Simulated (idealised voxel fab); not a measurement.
process module | voxel self aligned vias
cross-section cut | 140 nm wide | cells 5 nm
A cross-section is a grid of square cells, given in bands from the top down. A band is one or more rows of cells.
Each band's line starts with the height of the band's top and of its bottom, in nm. Then come its materials from left to right, each with its width in nm. One material with "throughout" fills the band from edge to edge. "air" is empty space.
Height 0 is the level under which the wafer as received is all one material. The lowest band goes on downwards, as in "0 down".
A width such as "30 to 40" changes by the same amount from each row of cells to the next, from the band's top row to its bottom row.
"no change" after a step means that no cell of the cross-section changed.
closed voids: empty space of 8 cells or more with no open way to the top, each as width x height at its distance from the left edge, in nm
after a step's settings: what the simulator itself notes on the step
overlay nm, on a step with a mask: how far to the right of its planned place the mask lay; to the left if negative
plan
1 op RECEIVE | material Si
2 op CONFORMAL_DEP | material SiO2 | thk nm 15
3 op CONFORMAL_DEP | material SiCN | thk nm 5
4 op DIRECTIONAL_DEP | material SiO2 | thk nm 30
5 op DIRECTIONAL_DEP | material aC | thk nm 10
6 op PATTERN | tone open | mask id LINES | material resist | width nm 25 | pitch nm 60 | thk nm 30 | overlay nm 0
7 op DIRECTIONAL_ETCH | etch materials aC | depth nm 10
8 op STRIP | etch materials resist
9 op DIRECTIONAL_ETCH | etch materials SiO2 | depth nm 30
10 op STRIP | etch materials aC
11 op CONFORMAL_DEP | material TiN | thk nm 5
12 op FILL_DEP | material W | thk nm 10
13 op CMP | height nm 50
14 op SELECTIVE_ETCH | etch materials W Ru TiN | depth nm 5
15 op FILL_DEP | material SiN | thk nm 10
16 op CMP | height nm 50
17 op DIRECTIONAL_DEP | material SiO2 | thk nm 20
18 op DIRECTIONAL_DEP | material aC | thk nm 15
19 op PATTERN | tone open | mask id VIAS | material resist | width nm 35 | thk nm 35 | overlay nm -5
20 op DIRECTIONAL_ETCH | etch materials aC | depth nm 15
21 op STRIP | etch materials resist
22 op DIRECTIONAL_ETCH | etch materials SiO2 | depth nm 20
23 op DIRECTIONAL_ETCH | etch materials SiN | depth nm 5
24 op STRIP | etch materials aC
25 op CONFORMAL_DEP | material TiN | thk nm 5
26 op FILL_DEP | material Ru | thk nm 10
27 op CMP | height nm 70
28 op CONFORMAL_DEP | material SiN | thk nm 5
varied across the wafers: overlay nm of step 19. The plan shows the first wafer's value. All wafers start alike
first wafer as received, after step 1
  0 down: Si throughout
  closed voids: none
each wafer at the end: cells of each material gained (+) or lost (-) since it was received, then its closed voids
overlay nm -5 | +18 Ru | +28 SiCN | +33 SiN | +276 SiO2 | +41 TiN | +24 W | closed voids: none
overlay nm 0 | +18 Ru | +28 SiCN | +33 SiN | +276 SiO2 | +41 TiN | +24 W | closed voids: none
overlay nm 5 | +18 Ru | +28 SiCN | +33 SiN | +276 SiO2 | +41 TiN | +24 W | closed voids: none
overlay nm 10 | +17 Ru | +28 SiCN | +34 SiN | +276 SiO2 | +41 TiN | +24 W | closed voids: none
overlay nm 15 | +16 Ru | +28 SiCN | +35 SiN | +276 SiO2 | +41 TiN | +24 W | closed voids: none
